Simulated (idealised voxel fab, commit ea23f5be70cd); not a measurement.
process module | voxel wiring stack
cross-section cut | 145 nm wide | cells 5 nm
A cross-section is a grid of square cells, given in bands from the top down. A band is one or more rows of cells.
Each band's line starts with the height of the band's top and of its bottom, in nm. Then come its materials from left to right, each with its width in nm. One material with "throughout" fills the band from edge to edge. "air" is empty space.
Height 0 is the level under which the wafer as received is all one material. The lowest band goes on downwards, as in "0 down".
A width such as "30 to 40" changes by the same amount from each row of cells to the next, from the band's top row to its bottom row.
"no change" after a step means that no cell of the cross-section changed.
closed voids: empty space of 8 cells or more with no open way to the top, each as width x height at its distance from the left edge, in nm
after a step's settings: what the simulator itself notes on the step
overlay nm, on a step with a mask: how far to the right of its planned place the mask lay; to the left if negative
plan
1 op RECEIVE | material Si
2 op CONFORMAL_DEP | material SiO2 | thk nm 15
3 op DIRECTIONAL_DEP | material TiN | thk nm 5
4 op DIRECTIONAL_DEP | material W | thk nm 15
5 op MASKED_ETCH | tone cover | mask id METAL_1 | width nm 20 | pitch nm 45 | etch materials W | depth nm 15 | overlay nm 0
6 op MASKED_ETCH | tone cover | mask id METAL_1 | width nm 20 | pitch nm 45 | etch materials TiN | depth nm 5 | overlay nm 0
7 op FILL_DEP | material lowk | thk nm 5
8 op CMP | height nm 35
9 op CONFORMAL_DEP | material SiCN | thk nm 5
10 op DIRECTIONAL_DEP | material lowk | thk nm 15
11 op DIRECTIONAL_DEP | material aC | thk nm 15
12 op PATTERN | tone open | mask id PLUG_1 | material resist | width nm 15 | thk nm 30 | overlay nm 0
13 op DIRECTIONAL_ETCH | etch materials aC | depth nm 15
14 op STRIP | etch materials resist
15 op DIRECTIONAL_ETCH | etch materials lowk | depth nm 15
16 op DIRECTIONAL_ETCH | etch materials SiCN | depth nm 5
17 op STRIP | etch materials aC
18 op CONFORMAL_DEP | material TiN | thk nm 5
19 op FILL_DEP | material Ru | thk nm 5
20 op CMP | height nm 55
21 op CONFORMAL_DEP | material SiN | thk nm 5
22 op DIRECTIONAL_DEP | material SiO2 | thk nm 15
23 op PATTERN | tone open | mask id METAL_2 | material resist | width nm 20 | pitch nm 45 | thk nm 20 | overlay nm 0
24 op DIRECTIONAL_ETCH | etch materials SiO2 | depth nm 15
25 op DIRECTIONAL_ETCH | etch materials SiN | depth nm 5
26 op STRIP | etch materials resist
27 op CONFORMAL_DEP | material TiN | thk nm 5
28 op FILL_DEP | material Ru | thk nm 10
29 op CMP | height nm 75
30 op CONFORMAL_DEP | material SiN | thk nm 5
as received, after step 1
  0 down: Si throughout
  closed voids: none
a wafer at the end: this start, this plan, one mistake
  80 to 75: SiN throughout
  75 to 60: SiO2 40 | TiN 5 | Ru 10 | TiN 5 | SiO2 25 | TiN 5 | Ru 10 | TiN 5 | SiO2 40
  60 to 55: SiN 40 | TiN 20 | SiN 25 | TiN 20 | SiN 40
  55 to 40: Ru 35 | TiN 5 | lowk 15 | TiN 5 | Ru 85
  40 to 35: TiN 40 | SiCN 15 | TiN 90
  35 to 20: lowk 40 | W 20 | lowk 25 | W 20 | lowk 40
  20 to 15: lowk 40 | TiN 20 | lowk 25 | TiN 20 | lowk 40
  15 to 0: SiO2 throughout
  0 down: Si throughout
  closed voids: none
what went wrong: step 12 ran as: op PATTERN | tone cover | mask id PLUG_1 | material resist | width nm 15 | thk nm 30 | overlay nm 0
